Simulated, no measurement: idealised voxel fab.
Module name: voxel wiring stack (process module)
Square cells of 5 nm make up the cross-section cut, whose width is 260 nm.
In this document a cross-section is written as a grid of square cells. It is given as a series of bands, listed from the top down, and a band is one or more rows of cells. Heads up on the band format: heights come first, top then bottom, in nm. After that it's the materials left to right, each with its width in nm. A single material flagged "edge to edge" fills the whole band edge to edge, and "empty" means there's empty space there. Zero point of the height axis is 0; under it, received wafer = one material. Lowest band: continues down indefinitely, "0..down". The notation "30->40" denotes a width that varies across the rows of cells in the band, beginning at the first number in the top row, finishing at the second number in the bottom row, and changing by an identical amount from each row to the next. It should be understood that the words "no change occurred", when stated for a given step, signify that the cross-section underwent no change in any of its cells during that step. "Closed cavity list" lists enclosed empty spaces (at least 8 cells, no open path upward to the top), each as width x height at distance from the left edge, in nm. Past the settings on a step's line: simulator remark, on that step. If you see "overlay nm" on a step's line and that step has a mask, it's telling you how far right of where it was planned the mask ended up; a negative number means it went left instead.
# Process steps - plan
1,RECEIVE: material Si
2,CONFORMAL_DEP: material SiO2, thk nm 15
3,CONFORMAL_DEP: material SiCN, thk nm 5
4,DIRECTIONAL_DEP: material lowk, thk nm 15
5,DIRECTIONAL_DEP: material aC, thk nm 10
6,PATTERN: tone open, mask id METAL_1, material resist, width nm 20, pitch nm 40, thk nm 25, overlay nm 0
7,DIRECTIONAL_ETCH: etch materials aC, depth nm 10
8,STRIP: etch materials resist
9,DIRECTIONAL_ETCH: etch materials lowk, depth nm 15
10,DIRECTIONAL_ETCH: etch materials SiCN, depth nm 5
11,STRIP: etch materials aC
12,CONFORMAL_DEP: material TiN, thk nm 5
13,FILL_DEP: material Cu, thk nm 5
14,CMP: height nm 35
15,EPI: material Ru, thk nm 5
16,FILL_DEP: material SiCN, thk nm 5
17,DIRECTIONAL_DEP: material SiO2, thk nm 15
18,DIRECTIONAL_DEP: material aC, thk nm 15
19,PATTERN: tone open, mask id PLUG_1, material resist, width nm 15, pitch nm 40, thk nm 30, overlay nm 0
20,DIRECTIONAL_ETCH: etch materials aC, depth nm 15
21,STRIP: etch materials resist
22,DIRECTIONAL_ETCH: etch materials SiO2, depth nm 15
23,DIRECTIONAL_ETCH: etch materials SiCN, depth nm 5
24,STRIP: etch materials aC
25,EPI: material Ru, thk nm 10
26,EPI: material Ru, thk nm 10
27,CONFORMAL_DEP: material SiCN, thk nm 5
28,DIRECTIONAL_DEP: material lowk, thk nm 20
29,PATTERN: tone open, mask id METAL_2, material resist, width nm 20, pitch nm 40, thk nm 15, overlay nm 0
30,DIRECTIONAL_ETCH: etch materials lowk, depth nm 20
31,DIRECTIONAL_ETCH: etch materials SiCN, depth nm 5
32,STRIP: etch materials resist
33,CONFORMAL_DEP: material TiN, thk nm 5
34,FILL_DEP: material W, thk nm 5
35,CMP: height nm 85
36,CONFORMAL_DEP: material SiCN, thk nm 5
37,DIRECTIONAL_DEP: material lowk, thk nm 30
38,MASKED_ETCH: tone open, mask id METAL_3, width nm 20, pitch nm 40, etch materials lowk, depth nm 15, overlay nm 0
39,MASKED_ETCH: tone open, mask id METAL_3_HOLES, width nm 15, pitch nm 40, etch materials lowk, depth nm 15, overlay nm 0
40,MASKED_ETCH: tone open, mask id METAL_3_HOLES, width nm 15, pitch nm 40, etch materials SiCN, depth nm 5, overlay nm 0
41,CONFORMAL_DEP: material TiN, thk nm 5
42,FILL_DEP: material Cu, thk nm 5
43,CMP: height nm 120
44,CONFORMAL_DEP: material SiCN, thk nm 5
45,DIRECTIONAL_DEP: material SiO2, thk nm 20
46,MASKED_ETCH: tone open, mask id PLUG_3, width nm 15, pitch nm 40, etch materials SiO2, depth nm 20, overlay nm 0
47,MASKED_ETCH: tone open, mask id PLUG_3, width nm 15, pitch nm 40, etch materials SiCN, depth nm 5, overlay nm 0
48,EPI: material Ru, thk nm 10
49,EPI: material Ru, thk nm 10
50,EPI: material Ru, thk nm 5
51,DIRECTIONAL_DEP: material TiN, thk nm 5
52,DIRECTIONAL_DEP: material W, thk nm 25
53,MASKED_ETCH: tone cover, mask id METAL_4, width nm 20, pitch nm 40, etch materials W, depth nm 25, overlay nm 0
54,MASKED_ETCH: tone cover, mask id METAL_4, width nm 20, pitch nm 40, etch materials TiN, depth nm 5, overlay nm 0
55,CONFORMAL_DEP: material SiCN, thk nm 5
56,FILL_DEP: material SiO2, thk nm 5
57,CMP: height nm 175
58,CONFORMAL_DEP: material SiCN, thk nm 5
The value of thk nm given for step 44 in the plan refers to the first wafer; the wafers vary in this setting and are alike at the start.
# Cross-section: the first of several wafers in its as-received state, i.e. following step 1
  0..down: Si edge to edge
  Closed cavity list: none
# Shown in cross-section: the first of several wafers at the end of the module, after its last step, step 58
  180..175: SiCN edge to edge
  175..150: 75 SiO2  5 SiCN  20 W  5 SiCN  10 SiO2  5 SiCN  20 W  5 SiCN  10 SiO2  5 SiCN  20 W  5 SiCN  75 SiO2
  150..145: 80 SiCN  20 TiN  20 SiCN  20 TiN  20 SiCN  20 TiN  80 SiCN
  145..125: 80 SiO2  15 Ru  25 SiO2  15 Ru  25 SiO2  15 Ru  85 SiO2
  125..120: 80 SiCN  15 Ru  25 SiCN  15 Ru  25 SiCN  15 Ru  85 SiCN
  120..110: 80 lowk  5 TiN  10 Cu  5 TiN  20 lowk  5 TiN  10 Cu  5 TiN  20 lowk  5 TiN  10 Cu  5 TiN  80 lowk
  110..105: 80 lowk  5 TiN  5 Cu  10 TiN  20 lowk  5 TiN  5 Cu  10 TiN  20 lowk  5 TiN  5 Cu  10 TiN  80 lowk
  105..90: 80 lowk  5 TiN  5 Cu  5 TiN  25 lowk  5 TiN  5 Cu  5 TiN  25 lowk  5 TiN  5 Cu  5 TiN  85 lowk
  90..85: 80 SiCN  15 TiN  25 SiCN  15 TiN  25 SiCN  15 TiN  85 SiCN
  85..65: 80 lowk  5 TiN  10 W  5 TiN  20 lowk  5 TiN  10 W  5 TiN  20 lowk  5 TiN  10 W  5 TiN  80 lowk
  65..60: 80 SiCN  20 TiN  20 SiCN  20 TiN  20 SiCN  20 TiN  80 SiCN
  60..45: 80 SiO2  15 Ru  25 SiO2  15 Ru  25 SiO2  15 Ru  85 SiO2
  45..35: 80->75 SiCN  15->30 Ru  25->10 SiCN  15->30 Ru  25->10 SiCN  15->30 Ru  85->75 SiCN
  35..20: 80 lowk  5 TiN  10 Cu  5 TiN  20 lowk  5 TiN  10 Cu  5 TiN  20 lowk  5 TiN  10 Cu  5 TiN  80 lowk
  20..15: 80 SiCN  20 TiN  20 SiCN  20 TiN  20 SiCN  20 TiN  80 SiCN
  15..0: SiO2 edge to edge
  0..down: Si edge to edge
  Closed cavity list: none
# Cross-section of the final wafer among several, taken at the end of the module
  180..175: SiCN edge to edge
  175..165: 90->75 SiO2  5->20 SiCN  5 W  5 SiCN  25->10 SiO2  5->20 SiCN  5 W  5 SiCN  25->10 SiO2  5->20 SiCN  5 W  5 SiCN  75 SiO2
  165..160: 80 SiCN  15 W  5 TiN  20 SiCN  15 W  5 TiN  20 SiCN  15 W  5 TiN  80 SiCN
  160..140: 80 SiO2  15 W  25 SiO2  15 W  25 SiO2  15 W  85 SiO2
  140..135: 80 SiCN  15 TiN  25 SiCN  15 TiN  25 SiCN  15 TiN  85 SiCN
  135..120: SiCN edge to edge
  120..110: 80 lowk  5 TiN  10 Cu  5 TiN  20 lowk  5 TiN  10 Cu  5 TiN  20 lowk  5 TiN  10 Cu  5 TiN  80 lowk
  110..105: 80 lowk  5 TiN  5 Cu  10 TiN  20 lowk  5 TiN  5 Cu  10 TiN  20 lowk  5 TiN  5 Cu  10 TiN  80 lowk
  105..90: 80 lowk  5 TiN  5 Cu  5 TiN  25 lowk  5 TiN  5 Cu  5 TiN  25 lowk  5 TiN  5 Cu  5 TiN  85 lowk
  90..85: 80 SiCN  15 TiN  25 SiCN  15 TiN  25 SiCN  15 TiN  85 SiCN
  85..65: 80 lowk  5 TiN  10 W  5 TiN  20 lowk  5 TiN  10 W  5 TiN  20 lowk  5 TiN  10 W  5 TiN  80 lowk
  65..60: 80 SiCN  20 TiN  20 SiCN  20 TiN  20 SiCN  20 TiN  80 SiCN
  60..45: 80 SiO2  15 Ru  25 SiO2  15 Ru  25 SiO2  15 Ru  85 SiO2
  45..35: 80->75 SiCN  15->30 Ru  25->10 SiCN  15->30 Ru  25->10 SiCN  15->30 Ru  85->75 SiCN
  35..20: 80 lowk  5 TiN  10 Cu  5 TiN  20 lowk  5 TiN  10 Cu  5 TiN  20 lowk  5 TiN  10 Cu  5 TiN  80 lowk
  20..15: 80 SiCN  20 TiN  20 SiCN  20 TiN  20 SiCN  20 TiN  80 SiCN
  15..0: SiO2 edge to edge
  0..down: Si edge to edge
  Closed cavity list: none
# The following table contains a row per wafer, in which are reported, at the conclusion of the module, the cells of each material gained (+) or lost (-) since the wafer's receipt, with its closed voids given thereafter
thk nm 5 | +42 Cu | +99 Ru | +365 SiCN | +627 SiO2 | +126 TiN | +84 W | +529 lowk | Closed cavity list: none
thk nm 10 | +42 Cu | +54 Ru | +420 SiCN | +620 SiO2 | +126 TiN | +81 W | +529 lowk | Closed cavity list: none
thk nm 15 | +42 Cu | +54 Ru | +466 SiCN | +577 SiO2 | +126 TiN | +78 W | +529 lowk | Closed cavity list: none
thk nm 20 | +42 Cu | +54 Ru | +512 SiCN | +534 SiO2 | +126 TiN | +75 W | +529 lowk | Closed cavity list: none
